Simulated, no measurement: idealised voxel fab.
Documented hereafter: the process module known as voxel quadruple lines.
cross-section cut | 140 nm wide | cells 5 nm
How to read a cross-section here: the picture is a grid of square cells, written as bands going from the top down, and any band can span one or more rows of cells.
In this notation a band is specified by the heights of its top and bottom, in that order and in nm, after which its materials appear from left to right, each paired with its width in nm. The word "everywhere" attached to a single material means that material fills the band from edge to edge; the word "empty" stands for empty space.
Heights from 0 (as-received wafer is one material below). Bottom band endless downward, as "z 0 and below".
A width such as "30..40" changes by the same amount from each row of cells to the next, from the band's top row to its bottom row.
Step note "no change" = no cross-section cell changed.
"Fully closed voids": sealed empty spaces, 8 cells or more, no open way to top, listed width x height at distance, with distance from the left edge and width, height and distance in nm.
Step line, after settings: the simulator's comment on this step.
overlay nm: on a step with a mask, how far right of its planned place the mask lay; negative means left.
These are the steps we planned for the process
1: RECEIVE [material Si]
2: CONFORMAL_DEP [material SiO2] [thk nm 5]
3: DIRECTIONAL_DEP [material TiN] [thk nm 10]
4: DIRECTIONAL_DEP [material polySi] [thk nm 15]
5: DIRECTIONAL_DEP [material aC] [thk nm 20]
6: PATTERN [tone cover] [mask id MANDREL] [material resist] [width nm 35] [thk nm 25] [overlay nm 0]
7: DIRECTIONAL_ETCH [etch materials aC] [depth nm 20]
8: STRIP [etch materials resist]
9: CONFORMAL_DEP [material SiO2] [thk nm 15]
10: DIRECTIONAL_ETCH [etch materials SiO2] [depth nm 5]
11: STRIP [etch materials aC]
12: DIRECTIONAL_ETCH [etch materials polySi] [depth nm 15]
13: STRIP [etch materials SiO2]
14: CONFORMAL_DEP [material SiCN] [thk nm 10]
15: DIRECTIONAL_ETCH [etch materials SiCN] [depth nm 10]
16: STRIP [etch materials polySi]
17: DIRECTIONAL_ETCH [etch materials TiN] [depth nm 10]
18: STRIP [etch materials SiCN]
19: FILL_DEP [material SiO2] [thk nm 10]
20: CMP [height nm 15]
Heads up: all these wafers start the same, and what changes between them is the depth nm in step 10. The value you see in the plan is just what the first wafer got.
Sectional view: first of several wafers, as received, after step 1
> z 0 and below = Si everywhere
> Fully closed voids: none
The figure below presents a cross-section of the first of several wafers at the conclusion of the module, following its last step, step 20
> z 15 to 0 = SiO2 everywhere
> z 0 and below = Si everywhere
> Fully closed voids: none
Cross-section, last wafer, module completion
> z 15 to 5 = SiO2=25 | TiN=10 | SiO2=15 | TiN=10 | SiO2=15 | TiN=10 | SiO2=15 | TiN=10 | SiO2=30
> z 5 to 0 = SiO2 everywhere
> z 0 and below = Si everywhere
> Fully closed voids: none
Tabulated below, wafer by wafer, are the end-of-module results: for each material, the number of cells gained (+) or lost (-) relative to the as-received state, followed by the closed voids
depth nm 5; +84 SiO2; Fully closed voids: none
depth nm 10; +84 SiO2; Fully closed voids: none
depth nm 15; +68 SiO2; +16 TiN; Fully closed voids: none
depth nm 20; +68 SiO2; +16 TiN; Fully closed voids: none
depth nm 25; +68 SiO2; +16 TiN; Fully closed voids: none
depth nm 30; +68 SiO2; +16 TiN; Fully closed voids: none
